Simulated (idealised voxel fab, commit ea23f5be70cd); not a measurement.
This section sets out a process module, namely voxel capacitor over wiring.
Cross-section cut: width 175 nm, square cells of 5 nm.
Format of a cross-section: grid, square cells. Given as bands. Order: top down. Band: one or more rows of cells.
Read a band's entry like this: the first values are the height of its top and the height of its bottom in nm, and what follows is the sequence of materials from left to right, each with its width in nm. Note that "blank" is empty space, and that a single material marked "full width" reaches across the band from edge to edge.
It should be noted that heights are counted from 0, beneath which the wafer as supplied is of one material throughout, and that the lowest band possesses no lower boundary but continues downward, as written in "0 down".
A two-number width, for instance "30->40", indicates that the width is equal to the first number in the top row of the band and to the second number in the bottom row, and that it changes by a constant amount per row of cells.
"no change" (step): cross-section cells unchanged, all of them.
"Entrapped void list": sealed empty spaces, 8 cells or more, no open way to top, listed width x height at distance, with distance from the left edge and width, height and distance in nm.
Note: text after step settings on the step line = simulator remark on that step.
overlay nm, on a step with a mask: how far to the right of its planned place the mask lay; to the left if negative
These are the steps we planned for the process:
| 1 | RECEIVE | material Si |
| 2 | CONFORMAL_DEP | material SiO2 | thk nm 15 |
| 3 | DIRECTIONAL_DEP | material TiN | thk nm 5 |
| 4 | DIRECTIONAL_DEP | material Ru | thk nm 20 |
| 5 | DIRECTIONAL_DEP | material aC | thk nm 15 |
| 6 | PATTERN | tone cover | mask id METAL_1 | material resist | width nm 30 | pitch nm 80 | thk nm 35 | overlay nm 0 |
| 7 | DIRECTIONAL_ETCH | etch materials aC | depth nm 15 |
| 8 | STRIP | etch materials resist |
| 9 | DIRECTIONAL_ETCH | etch materials Ru | depth nm 20 |
| 10 | DIRECTIONAL_ETCH | etch materials TiN | depth nm 5 |
| 11 | STRIP | etch materials aC |
| 12 | FILL_DEP | material lowk | thk nm 5 |
| 13 | CMP | height nm 40 |
| 14 | CONFORMAL_DEP | material SiCN | thk nm 5 |
| 15 | DIRECTIONAL_DEP | material lowk | thk nm 20 |
| 16 | DIRECTIONAL_DEP | material aC | thk nm 10 |
| 17 | PATTERN | tone open | mask id PLUG_1 | material resist | width nm 15 | thk nm 25 | overlay nm 0 |
| 18 | DIRECTIONAL_ETCH | etch materials aC | depth nm 10 |
| 19 | STRIP | etch materials resist |
| 20 | DIRECTIONAL_ETCH | etch materials lowk | depth nm 20 |
| 21 | DIRECTIONAL_ETCH | etch materials SiCN | depth nm 5 |
| 22 | STRIP | etch materials aC |
| 23 | CONFORMAL_DEP | material TiN | thk nm 5 |
| 24 | FILL_DEP | material Ru | thk nm 5 |
| 25 | CMP | height nm 65 |
| 26 | DIRECTIONAL_DEP | material TiN | thk nm 10 |
| 27 | DIRECTIONAL_DEP | material SiN | thk nm 5 |
| 28 | DIRECTIONAL_DEP | material TiN | thk nm 10 |
| 29 | DIRECTIONAL_DEP | material aC | thk nm 15 |
| 30 | PATTERN | tone cover | mask id UPPER_PLATE | material resist | width nm 55 | thk nm 30 | overlay nm 0 |
| 31 | DIRECTIONAL_ETCH | etch materials aC | depth nm 15 |
| 32 | STRIP | etch materials resist |
| 33 | DIRECTIONAL_ETCH | etch materials TiN | depth nm 10 |
| 34 | DIRECTIONAL_ETCH | etch materials SiN | depth nm 5 |
| 35 | STRIP | etch materials aC |
| 36 | DIRECTIONAL_DEP | material aC | thk nm 10 |
| 37 | PATTERN | tone cover | mask id LOWER_PLATE | material resist | width nm 65 | thk nm 30 | overlay nm 0 |
| 38 | DIRECTIONAL_ETCH | etch materials aC | depth nm 10 |
| 39 | STRIP | etch materials resist |
| 40 | DIRECTIONAL_ETCH | etch materials TiN | depth nm 10 |
| 41 | STRIP | etch materials aC |
| 42 | FILL_DEP | material SiO2 | thk nm 20 |
| 43 | CMP | height nm 105 |
| 44 | MASKED_ETCH | tone open | mask id PLUG_2 | width nm 15 | etch materials SiO2 | depth nm 15 | overlay nm 0 |
| 45 | CONFORMAL_DEP | material TiN | thk nm 5 |
| 46 | FILL_DEP | material Ru | thk nm 5 |
| 47 | CMP | height nm 105 |
| 48 | CONFORMAL_DEP | material SiCN | thk nm 5 |
As received (post step 1): cross-section:
* 0 down = Si full width
* Entrapped void list: none
Starting wafer: above. Plan: above. Run: one mistake. Cross-section after the module: below:
* 110 to 105 = SiCN full width
* 105 to 95 = SiO2 55 nm, TiN 5 nm, Ru 5 nm, TiN 5 nm, SiO2 105 nm
* 95 to 90 = SiO2 55 nm, TiN 15 nm, SiO2 105 nm
* 90 to 80 = SiO2 50 nm, TiN 45 nm, SiO2 80 nm
* 80 to 75 = SiO2 50 nm, SiN 45 nm, SiO2 80 nm
* 75 to 65 = SiO2 40 nm, TiN 65 nm, SiO2 70 nm
* 65 to 45 = lowk 45 nm, TiN 5 nm, Ru 5 nm, TiN 5 nm, lowk 115 nm
* 45 to 40 = SiCN 45 nm, TiN 15 nm, SiCN 115 nm
* 40 to 20 = lowk 30 nm, Ru 30 nm, lowk 50 nm, Ru 30 nm, lowk 35 nm
* 20 to 15 = lowk 30 nm, TiN 30 nm, lowk 50 nm, TiN 30 nm, lowk 35 nm
* 15 to 0 = SiO2 full width
* 0 down = Si full width
* Entrapped void list: none
Against the plan, the run slipped here: step 30 went in with a setting other than planned; the actual run was PATTERN | tone cover | mask id UPPER_PLATE | material resist | width nm 45 | thk nm 30 | overlay nm 0
